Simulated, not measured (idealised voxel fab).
process module | voxel trench capacitor
cross-section cut | 245 nm wide | cells 5 nm
A cross-section is a grid of square cells, given in bands from the top down. A band is one or more rows of cells.
Each band's line starts with the height of the band's top and of its bottom, in nm. Then come its materials from left to right, each with its width in nm. One material with "throughout" fills the band from edge to edge. "air" is empty space.
Height 0 is the level under which the wafer as received is all one material. The lowest band goes on downwards, as in "0 down".
A width such as "30 to 40" changes by the same amount from each row of cells to the next, from the band's top row to its bottom row.
"no change" after a step means that no cell of the cross-section changed.
closed voids: empty space of 8 cells or more with no open way to the top, each as width x height at its distance from the left edge, in nm
after a step's settings: what the simulator itself notes on the step
overlay nm, on a step with a mask: how far to the right of its planned place the mask lay; to the left if negative
plan
1 op RECEIVE | material Si
2 op CONFORMAL_DEP | material SiN | thk nm 10
3 op MASKED_ETCH | tone open | mask id TRENCH | width nm 20 | pitch nm 40 | etch materials SiN | depth nm 10 | overlay nm 0
4 op MASKED_ETCH | tone open | mask id TRENCH | width nm 20 | pitch nm 40 | etch materials Si | depth nm 30 | overlay nm 0
5 op CONFORMAL_DEP | material SiO2 | thk nm 5
6 op FILL_DEP | material polySi | thk nm 10
7 op CMP | height nm 10
first wafer, as planned
as received, after step 1
  0 down: Si throughout
  closed voids: none
after step 2
  10 to 0: SiN throughout
  below 0: unchanged
after step 3
  10 to 0: SiN 90 | air 20 | SiN 20 | air 20 | SiN 95
  below 0: unchanged
after step 4
  10 to 0: SiN 90 | air 20 | SiN 20 | air 20 | SiN 95
  0 to -30: Si 90 | air 20 | Si 20 | air 20 | Si 95
  below -30: unchanged
after step 5
  15 to 10: SiO2 95 | air 10 | SiO2 30 | air 10 | SiO2 100
  10 to 0: SiN 90 | SiO2 5 | air 10 | SiO2 5 | SiN 20 | SiO2 5 | air 10 | SiO2 5 | SiN 95
  0 to -25: Si 90 | SiO2 5 | air 10 | SiO2 5 | Si 20 | SiO2 5 | air 10 | SiO2 5 | Si 95
  -25 to -30: Si 90 | SiO2 20 | Si 20 | SiO2 20 | Si 95
  below -30: unchanged
after step 6
  25 to 15: polySi throughout
  15 to 10: SiO2 95 | polySi 10 | SiO2 30 | polySi 10 | SiO2 100
  10 to 0: SiN 90 | SiO2 5 | polySi 10 | SiO2 5 | SiN 20 | SiO2 5 | polySi 10 | SiO2 5 | SiN 95
  0 to -25: Si 90 | SiO2 5 | polySi 10 | SiO2 5 | Si 20 | SiO2 5 | polySi 10 | SiO2 5 | Si 95
  below -25: unchanged
after step 7
  10 to 0: SiN 90 | SiO2 5 | polySi 10 | SiO2 5 | SiN 20 | SiO2 5 | polySi 10 | SiO2 5 | SiN 95
  below 0: unchanged
second wafer: like start, like plan, one mistake. Through step 6 it matches the first wafer
when step 7 should have ended: no change
what went wrong: step 7 was left out
at the end the second wafer has, in cells: 45 more of SiO2 | 102 more of polySi
